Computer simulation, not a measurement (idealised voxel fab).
The name of this process module is voxel tone inversion.
Cross-sectional view cut (width: 235 nm; square cell size: 5 nm).
A cross-section in this document is a grid of square cells, and it is written down as bands, the top band listed before the ones below it; a band is made up of one or more rows of cells.
Quick guide to a band line: top height, bottom height (nm) up front; then every material left to right with its width in nm. Only one material and it's marked "throughout"? Then it fills the band edge to edge. And "empty" just means empty space.
Heights from 0 (as-received wafer is one material below). Bottom band endless downward, as "0 down".
The notation "30..40" denotes a width that varies across the rows of cells in the band, beginning at the first number in the top row, finishing at the second number in the bottom row, and changing by an identical amount from each row to the next.
Step note "no change" = no cross-section cell changed.
"Voids, sealed" means: voids of 8 cells or more that are shut off from the top with no open way through. Written width x height at distance, distance from the left edge, in nm.
Anything after a step's settings on that line? It's the simulator's own note about the step.
When a step includes a mask, the "overlay nm" setting on its line states how far to the right of its planned place that mask lay, and negative values state how far to the left.

-- Planned step list for the process
1. RECEIVE [material Si]
2. CONFORMAL_DEP [material SiCN] [thk nm 5]
3. DIRECTIONAL_DEP [material aC] [thk nm 20]
4. PATTERN [tone cover] [mask id POSTS] [material resist] [width nm 20] [pitch nm 40] [thk nm 30] [overlay nm 0]
5. DIRECTIONAL_ETCH [etch materials aC] [depth nm 20]
6. STRIP [etch materials resist]
7. FILL_DEP [material SiO2] [thk nm 10]
8. CMP [height nm 25]
9. STRIP [etch materials aC]
10. CONFORMAL_DEP [material TiN] [thk nm 5]
11. FILL_DEP [material Ru] [thk nm 10]
12. CMP [height nm 25]
13. CONFORMAL_DEP [material SiCN] [thk nm 5]

-- As received (post step 1): cross-section
* 0 down  Si throughout
* Voids, sealed: none

-- End-of-module cross-section of the first of two wafers, processed as planned
* 30 to 25  SiCN throughout
* 25 to 10  SiO2 (85)  TiN (5)  Ru (10)  TiN (5)  SiO2 (20)  TiN (5)  Ru (10)  TiN (5)  SiO2 (90)
* 10 to 5  SiO2 (85)  TiN (20)  SiO2 (20)  TiN (20)  SiO2 (90)
* 5 to 0  SiCN throughout
* 0 down  Si throughout
* Voids, sealed: none

-- Second wafer through the module, sectioned at the end: same beginning and same plan as the first wafer, with one mistake in carrying it out
* 30 to 25  SiCN throughout
* 25 to 10  Ru (80)  TiN (5)  SiO2 (20)  TiN (5)  Ru (10)  TiN (5)  SiO2 (20)  TiN (5)  Ru (85)
* 10 to 5  TiN (85)  SiO2 (20)  TiN (20)  SiO2 (20)  TiN (90)
* 5 to 0  SiCN throughout
* 0 down  Si throughout
* Voids, sealed: none
Against the plan, the run slipped here: step 4 was run on a setting that differed from the plan, and what really ran there is PATTERN [tone open] [mask id POSTS] [material resist] [width nm 20] [pitch nm 40] [thk nm 30] [overlay nm 0]
Count the cells at the end and the second wafer has more or fewer of some materials than the first: Ru +93 | SiO2 -124 | TiN +31
